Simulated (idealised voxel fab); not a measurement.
The name of this process module is voxel ribs on slabs.
Cross-section cut spans 145 nm and uses square cells 5 nm in size.
This document writes a cross-section as a grid whose cells are square, and gives it as bands, listed from the top down; one or more rows of cells form a band.
Within each band entry, the heights of the top and of the bottom of the band appear first, in that order and in nm; the materials of the band then follow from left to right, each with its corresponding width in nm. The designation "all across" on a single material indicates that it fills the band from edge to edge; the designation "empty" indicates empty space.
Below 0: as-received wafer, all one material; heights counted from there. Lowest band: no bottom, goes on down, written "0 down".
Top row gets the first number, bottom row gets the second, and each row in between changes by the same step: that is how a band width like "30->40" works.
Key: "nothing got changed" - step with no changed cell in the cross-section.
Closed empty spaces (no open way to the top) of 8 cells or more are what "Sealed voids" lists, each as width x height at distance from the left edge, nm for all three.
Past the settings on a step's line: simulator remark, on that step.
For masked steps, "overlay nm" on the step line gives how far right of plan the mask actually lay; a minus sign means it lay to the left.
**These are the steps we planned for the process**
- 1: RECEIVE, material Si
- 2: DIRECTIONAL_DEP, material SiO2, thk nm 25
- 3: DIRECTIONAL_DEP, material polySi, thk nm 20
- 4: DIRECTIONAL_DEP, material aC, thk nm 15
- 5: PATTERN, tone cover, mask id RIB, material resist, width nm 30, thk nm 30, overlay nm 0
- 6: DIRECTIONAL_ETCH, etch materials aC, depth nm 15
- 7: STRIP, etch materials resist
- 8: DIRECTIONAL_ETCH, etch materials polySi, depth nm 10
- 9: STRIP, etch materials aC
- 10: DIRECTIONAL_DEP, material aC, thk nm 10
- 11: PATTERN, tone cover, mask id SLAB, material resist, width nm 80, thk nm 25, overlay nm 0
- 12: DIRECTIONAL_ETCH, etch materials aC, depth nm 10
- 13: STRIP, etch materials resist
- 14: DIRECTIONAL_ETCH, etch materials polySi, depth nm 10
- 15: STRIP, etch materials aC
- 16: FILL_DEP, material SiO2, thk nm 20
- 17: CMP, height nm 55
- 18: DIRECTIONAL_DEP, material W, thk nm 5
- 19: DIRECTIONAL_DEP, material aC, thk nm 15
- 20: PATTERN, tone cover, mask id HEATER, material resist, width nm 40, thk nm 30, overlay nm 0
- 21: DIRECTIONAL_ETCH, etch materials aC, depth nm 15
- 22: STRIP, etch materials resist
- 23: DIRECTIONAL_ETCH, etch materials W, depth nm 5
- 24: STRIP, etch materials aC
- 25: CONFORMAL_DEP, material SiO2, thk nm 10
**As received (post step 1): cross-section**
	0 down = Si all across
	Sealed voids: none
**First of two wafers: cross-section at end of module, run per plan**
	70 to 65 = 40 nm empty; 60 nm SiO2; 45 nm empty
	65 to 60 = SiO2 all across
	60 to 55 = 50 nm SiO2; 40 nm W; 55 nm SiO2
	55 to 45 = SiO2 all across
	45 to 35 = 55 nm SiO2; 30 nm polySi; 60 nm SiO2
	35 to 25 = 30 nm SiO2; 80 nm polySi; 35 nm SiO2
	25 to 0 = SiO2 all across
	0 down = Si all across
	Sealed voids: none
**Second wafer cross-section at end of module - shared start and plan with the first, one mistake in the run**
	70 to 65 = 40 nm empty; 60 nm SiO2; 45 nm empty
	65 to 60 = SiO2 all across
	60 to 55 = 50 nm SiO2; 40 nm W; 55 nm SiO2
	55 to 45 = SiO2 all across
	45 to 35 = 45 nm SiO2; 30 nm polySi; 70 nm SiO2
	35 to 25 = 30 nm SiO2; 80 nm polySi; 35 nm SiO2
	25 to 0 = SiO2 all across
	0 down = Si all across
	Sealed voids: none
It is concluded that the wafer was processed incorrectly with respect to the plan, in that not per plan at step 5, really ran PATTERN, tone cover, mask id RIB, material resist, width nm 30, thk nm 30, overlay nm -10
The concluding comparison shows that, measured in cells, each material is equally abundant on both wafers, albeit at different positions.
